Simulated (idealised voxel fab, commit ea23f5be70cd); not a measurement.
A process module follows: voxel capacitor over wiring.
Shown is cross-section cut, with a width of 195 nm and square cells of size 5 nm.
Square cells in a grid make up a cross-section in this document, and the grid is given as bands, listed from the top down, each one or more rows of cells. Band: top height; bottom height; in nm. Then, left to right: material with width in nm, for each material. "throughout": a single material spanning edge to edge. "blank": empty space. We count height from 0. Below that, the starting wafer is all one material. The lowest band never ends at the bottom but goes on down; see "0 down" for how that is written. Read "30..40" as a graded width: first number on top, second number at the bottom, same change between each pair of neighbouring rows. Step note "no alteration" = no cross-section cell changed. "Non-vented voids": empty spaces of 8 cells or more with no open way to the top, each given as width x height at distance, distance from the left edge, all in nm. That trailing text on a step's line, after the settings, is the simulator's own remark on the step. overlay nm: step with mask; distance mask lay right of planned place; negative value = left of planned place.

The following list gives the planned process steps:
| 1 | RECEIVE: material Si |
| 2 | CONFORMAL_DEP: material SiO2, thk nm 10 |
| 3 | CONFORMAL_DEP: material SiCN, thk nm 5 |
| 4 | DIRECTIONAL_DEP: material lowk, thk nm 15 |
| 5 | PATTERN: tone open, mask id METAL_1, material resist, width nm 15, pitch nm 80, thk nm 15, overlay nm 0 |
| 6 | DIRECTIONAL_ETCH: etch materials lowk, depth nm 15 |
| 7 | DIRECTIONAL_ETCH: etch materials SiCN, depth nm 5 |
| 8 | STRIP: etch materials resist |
| 9 | CONFORMAL_DEP: material TiN, thk nm 5 |
| 10 | FILL_DEP: material Cu, thk nm 10 |
| 11 | CMP: height nm 30 |
| 12 | EPI: material Ru, thk nm 5 |
| 13 | FILL_DEP: material SiCN, thk nm 5 |
| 14 | DIRECTIONAL_DEP: material lowk, thk nm 10 |
| 15 | MASKED_ETCH: tone open, mask id PLUG_1, width nm 15, etch materials lowk, depth nm 10, overlay nm 0 |
| 16 | MASKED_ETCH: tone open, mask id PLUG_1, width nm 15, etch materials SiCN, depth nm 5, overlay nm 0 |
| 17 | EPI: material Ru, thk nm 10 |
| 18 | EPI: material Ru, thk nm 5 |
| 19 | DIRECTIONAL_DEP: material TiN, thk nm 10 |
| 20 | DIRECTIONAL_DEP: material SiN, thk nm 5 |
| 21 | DIRECTIONAL_DEP: material TiN, thk nm 10 |
| 22 | DIRECTIONAL_DEP: material aC, thk nm 10 |
| 23 | PATTERN: tone cover, mask id UPPER_PLATE, material resist, width nm 60, thk nm 30, overlay nm 0 |
| 24 | DIRECTIONAL_ETCH: etch materials aC, depth nm 10 |
| 25 | STRIP: etch materials resist |
| 26 | DIRECTIONAL_ETCH: etch materials TiN, depth nm 10 |
| 27 | DIRECTIONAL_ETCH: etch materials SiN, depth nm 5 |
| 28 | STRIP: etch materials aC |
| 29 | MASKED_ETCH: tone cover, mask id LOWER_PLATE, width nm 70, etch materials TiN, depth nm 10, overlay nm 0 |
| 30 | FILL_DEP: material SiO2, thk nm 15 |
| 31 | CMP: height nm 85 |
| 32 | PATTERN: tone open, mask id PLUG_2, material resist, width nm 15, thk nm 20, overlay nm 0 |
| 33 | DIRECTIONAL_ETCH: etch materials SiO2, depth nm 10 |
| 34 | STRIP: etch materials resist |
| 35 | CONFORMAL_DEP: material TiN, thk nm 5 |
| 36 | FILL_DEP: material Cu, thk nm 5 |
| 37 | CMP: height nm 85 |
| 38 | CONFORMAL_DEP: material SiCN, thk nm 5 |
For clarity, it should be stated that the wafers under discussion commence in an identical condition and differ with respect to the width nm of step 5, the plan indicating the value that the first wafer had.

Step 1 complete: as-received cross-section of the first of several wafers:
0 down  Si throughout
Non-vented voids: none

What follows is a table in which each wafer occupies a row; for the wafer as it stands at the close of the module, the row states, material by material, how many cells have been gained (+) or lost (-) since receipt, and then gives its closed voids:
width nm 15; +7 Cu; +19 Ru; +137 SiCN; +12 SiN; +281 SiO2; +75 TiN; +171 lowk; Non-vented voids: none
width nm 20; +13 Cu; +21 Ru; +133 SiCN; +12 SiN; +281 SiO2; +77 TiN; +165 lowk; Non-vented voids: none
width nm 25; +19 Cu; +23 Ru; +129 SiCN; +12 SiN; +281 SiO2; +79 TiN; +159 lowk; Non-vented voids: none
width nm 30; +25 Cu; +25 Ru; +125 SiCN; +12 SiN; +281 SiO2; +81 TiN; +153 lowk; Non-vented voids: none
width nm 35; +31 Cu; +27 Ru; +121 SiCN; +12 SiN; +281 SiO2; +83 TiN; +147 lowk; Non-vented voids: none
width nm 40; +37 Cu; +29 Ru; +117 SiCN; +12 SiN; +281 SiO2; +85 TiN; +141 lowk; Non-vented voids: none
